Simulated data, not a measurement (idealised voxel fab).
The document below concerns the process module designated voxel double patterning.
For reference, the cross-section in this document is cut, with width 175 nm and square cells of 5 nm.
How to read a cross-section here: the picture is a grid of square cells, written as bands going from the top down, and any band can span one or more rows of cells. Top, bottom (nm), then materials left to right with widths (nm); lone material tagged "full width" fills the whole band edge to edge; "air" = empty space. Height reference: 0 = level under which incoming wafer is all one material. Lowest band: no bottom, runs on downward, e.g. "z 0 and below". A width such as "30 to 40" changes by the same amount from each row of cells to the next, from the band's top row to its bottom row. It should be understood that the words "changes: none", when stated for a given step, signify that the cross-section underwent no change in any of its cells during that step. "Closed internal cavities" means: voids of 8 cells or more that are shut off from the top with no open way through. Written width x height at distance, distance from the left edge, in nm. Past the settings on a step's line: simulator remark, on that step. Each step line may optionally specify "overlay nm", which for a step with a mask gives the rightward distance between the mask's planned place and where it lay, a negative value indicating the leftward direction.

The steps planned for the process are as follows
1 RECEIVE, material Si
2 CONFORMAL_DEP, material SiO2, thk nm 10
3 DIRECTIONAL_DEP, material W, thk nm 10
4 DIRECTIONAL_DEP, material SiCN, thk nm 5
5 DIRECTIONAL_DEP, material aC, thk nm 5
6 PATTERN, tone open, mask id FIRST, material resist, width nm 15, pitch nm 50, thk nm 25, overlay nm 0
7 DIRECTIONAL_ETCH, etch materials aC, depth nm 10
8 STRIP, etch materials resist
9 DIRECTIONAL_ETCH, etch materials SiCN, depth nm 5
10 STRIP, etch materials aC
11 PATTERN, tone open, mask id SECOND, material resist, width nm 15, pitch nm 50, thk nm 15, overlay nm 0
12 DIRECTIONAL_ETCH, etch materials SiCN, depth nm 5
13 STRIP, etch materials resist
14 DIRECTIONAL_ETCH, etch materials W, depth nm 10
15 STRIP, etch materials SiCN
The value of thk nm given for step 5 in the plan refers to the first wafer; the wafers vary in this setting and are alike at the start.

So this is the first of several wafers, cross-sectioned as it came to us, meaning it's at the end of step 1
	z 0 and below: Si full width
	Closed internal cavities: none

First of several wafers in cross-section at module end, following the final step, step 15
	z 20 to 10: W 30 nm  air 15 nm  W 10 nm  air 15 nm  W 10 nm  air 15 nm  W 10 nm  air 15 nm  W 10 nm  air 15 nm  W 30 nm
	z 10 to 0: SiO2 full width
	z 0 and below: Si full width
	Closed internal cavities: none

X-section, last wafer, module end
	z 20 to 10: W 55 nm  air 15 nm  W 35 nm  air 15 nm  W 55 nm
	z 10 to 0: SiO2 full width
	z 0 and below: Si full width
	Closed internal cavities: none

What follows is a table in which each wafer occupies a row; for the wafer as it stands at the close of the module, the row states, material by material, how many cells have been gained (+) or lost (-) since receipt, and then gives its closed voids
thk nm 5, +70 SiO2, +40 W, Closed internal cavities: none
thk nm 10, +70 SiO2, +40 W, Closed internal cavities: none
thk nm 15, +70 SiO2, +58 W, Closed internal cavities: none
thk nm 20, +70 SiO2, +58 W, Closed internal cavities: none
thk nm 25, +70 SiO2, +58 W, Closed internal cavities: none
